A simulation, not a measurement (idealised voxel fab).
This is a process module. Its name is voxel lift off.
The cross-section shown here is cut; it is 230 nm wide and divided into square cells measuring 5 nm on a side.
Reading order for cross-sections: top band down to bottom band. Underlying form: a grid of square cells. Band size: one or more rows of cells. What a band's entry tells you: where the top is and where the bottom is, as heights in nm, and after that what lies inside, material by material from left to right, each with its width in nm. Empty space is written as the word "blank", and a single material marked with the word "full width" occupies the band from edge to edge. The level at which height equals 0 is the one under which the wafer, as it arrives, is entirely one material. No lower edge exists for the bottom band, which continues downward and is notated as in "0..down". Width "30 to 40": first value at the band's top row of cells, second value at its bottom row, equal change from row to row. "changes: none" for a step: no cell of the cross-section changed in that step. "Closed voids list" enumerates empty spaces isolated from the top, with no open way to it, that contain at least 8 cells, giving each as width x height at distance from the left edge, all three in nm. It should be noted that, on the line of a given step, the content following the step's settings is a remark produced by the simulator itself with respect to that step. The setting "overlay nm" may be written on the line of a step. When the step uses a mask, the value reports how far to the right of the planned place the mask lay, and a negative value reports that it lay to the left.

-- Steps planned for the process
step 1: RECEIVE,material Si
step 2: CONFORMAL_DEP,material SiN,thk nm 15
step 3: PATTERN,tone open,mask id LINES,material resist,width nm 25,pitch nm 55,thk nm 15,overlay nm 0
step 4: DIRECTIONAL_DEP,material Ru,thk nm 5
step 5: STRIP,etch materials resist
step 6: CONFORMAL_DEP,material SiO2,thk nm 10

-- Wafer, first of two, run as planned

-- Cross-section of the wafer as it came to us, i.e., already through step 1
0..down | Si full width
Closed voids list: none

-- How the wafer stands in section after step 2
15..0 | SiN full width
Under 0: no change, same as before.

-- How the wafer stands in section after step 3
30..15 | 45 resist; 25 blank; 30 resist; 25 blank; 30 resist; 25 blank; 50 resist
Under 15: no change, same as before.

-- How the wafer stands in section after step 4
35..30 | 45 Ru; 25 blank; 30 Ru; 25 blank; 30 Ru; 25 blank; 50 Ru
30..20 | 45 resist; 25 blank; 30 resist; 25 blank; 30 resist; 25 blank; 50 resist
20..15 | 45 resist; 25 Ru; 30 resist; 25 Ru; 30 resist; 25 Ru; 50 resist
Under 15: no change, same as before.

-- How the wafer stands in section after step 5
20..15 | 45 blank; 25 Ru; 30 blank; 25 Ru; 30 blank; 25 Ru; 50 blank
Under 15: no change, same as before.

-- How the wafer stands in section after step 6
30..25 | 35 blank; 45 SiO2; 10 blank; 45 SiO2; 10 blank; 45 SiO2; 40 blank
25..20 | SiO2 full width
20..15 | 45 SiO2; 25 Ru; 30 SiO2; 25 Ru; 30 SiO2; 25 Ru; 50 SiO2
Under 15: no change, same as before.

-- The second wafer: identical to the first at the outset and in its planned sequence, differing only in that one mistake was made during processing; up to and including step 2, its path is the first wafer's path

-- Cross-section of the second wafer at the time by which step 3 should have been completed according to the plan
30..15 | 50 resist; 15 blank; 40 resist; 15 blank; 40 resist; 15 blank; 55 resist
Under 15: no change, same as before.

-- Cross-section of the second wafer at the time by which step 4 should have been completed according to the plan
35..30 | 50 Ru; 15 blank; 40 Ru; 15 blank; 40 Ru; 15 blank; 55 Ru
30..20 | 50 resist; 15 blank; 40 resist; 15 blank; 40 resist; 15 blank; 55 resist
20..15 | 50 resist; 15 Ru; 40 resist; 15 Ru; 40 resist; 15 Ru; 55 resist
Under 15: no change, same as before.

-- Cross-section of the second wafer at the time by which step 5 should have been completed according to the plan
20..15 | 50 blank; 15 Ru; 40 blank; 15 Ru; 40 blank; 15 Ru; 55 blank
Under 15: no change, same as before.

-- Cross-section of the second wafer at the time by which step 6 should have been completed according to the plan
30..25 | 40 blank; 35 SiO2; 20 blank; 35 SiO2; 20 blank; 35 SiO2; 45 blank
25..20 | SiO2 full width
20..15 | 50 SiO2; 15 Ru; 40 SiO2; 15 Ru; 40 SiO2; 15 Ru; 55 SiO2
Under 15: no change, same as before.
The mistake made against the process plan was this: step 3 ran with different settings than intended, the actual operation and settings being PATTERN,tone open,mask id LINES,material resist,width nm 15,pitch nm 55,thk nm 15,overlay nm 0
Cell-count delta at end, second wafer over first, by material: 6 fewer of Ru
